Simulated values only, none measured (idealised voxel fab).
process module | voxel tone inversion
cross-section cut | 165 nm wide | cells 5 nm
A cross-section is a grid of square cells, given in bands from the top down. A band is one or more rows of cells.
Each band's line starts with the height of the band's top and of its bottom, in nm. Then come its materials from left to right, each with its width in nm. One material with "throughout" fills the band from edge to edge. "air" is empty space.
Height 0 is the level under which the wafer as received is all one material. The lowest band goes on downwards, as in "0 down".
A width such as "30 to 40" changes by the same amount from each row of cells to the next, from the band's top row to its bottom row.
"no change" after a step means that no cell of the cross-section changed.
closed voids: empty space of 8 cells or more with no open way to the top, each as width x height at its distance from the left edge, in nm
after a step's settings: what the simulator itself notes on the step
overlay nm, on a step with a mask: how far to the right of its planned place the mask lay; to the left if negative
plan
1 op RECEIVE | material Si
2 op CONFORMAL_DEP | material SiCN | thk nm 5
3 op DIRECTIONAL_DEP | material polySi | thk nm 15
4 op PATTERN | tone cover | mask id POSTS | material resist | width nm 15 | pitch nm 40 | thk nm 20 | overlay nm 0
5 op DIRECTIONAL_ETCH | etch materials polySi | depth nm 15
6 op STRIP | etch materials resist
7 op FILL_DEP | material SiO2 | thk nm 5
8 op CMP | height nm 20
9 op STRIP | etch materials polySi
first wafer, as planned
as received, after step 1
  0 down: Si throughout
  closed voids: none
after step 2
  5 to 0: SiCN throughout
  below 0: unchanged
after step 3
  20 to 5: polySi throughout
  below 5: unchanged
after step 4
  40 to 20: air 55 | resist 15 | air 25 | resist 15 | air 55
  below 20: unchanged
after step 5
  40 to 20: air 55 | resist 15 | air 25 | resist 15 | air 55
  20 to 5: air 55 | polySi 15 | air 25 | polySi 15 | air 55
  below 5: unchanged
after step 6
  20 to 5: air 55 | polySi 15 | air 25 | polySi 15 | air 55
  below 5: unchanged
after step 7
  25 to 20: SiO2 throughout
  20 to 5: SiO2 55 | polySi 15 | SiO2 25 | polySi 15 | SiO2 55
  below 5: unchanged
after step 8
  20 to 5: SiO2 55 | polySi 15 | SiO2 25 | polySi 15 | SiO2 55
  below 5: unchanged
after step 9
  20 to 5: SiO2 55 | air 15 | SiO2 25 | air 15 | SiO2 55
  below 5: unchanged
second wafer: like start, like plan, one mistake. Through step 4 it matches the first wafer
when step 5 should have ended
  40 to 20: air 55 | resist 15 | air 25 | resist 15 | air 55
  20 to 5: air 55 | polySi 15 | air 25 | polySi 15 | air 55
  below 5: unchanged
when step 6 should have ended
  20 to 5: air 55 | polySi 15 | air 25 | polySi 15 | air 55
  below 5: unchanged
when step 7 should have ended
  25 to 20: SiO2 throughout
  20 to 5: SiO2 55 | polySi 15 | SiO2 25 | polySi 15 | SiO2 55
  below 5: unchanged
when step 8 should have ended
  20 to 5: SiO2 55 | polySi 15 | SiO2 25 | polySi 15 | SiO2 55
  below 5: unchanged
when step 9 should have ended
  20 to 5: SiO2 55 | air 15 | SiO2 25 | air 15 | SiO2 55
  below 5: unchanged
what went wrong: step 5 was run twice
at the end the two cross-sections are the same: no effect in what this model computes
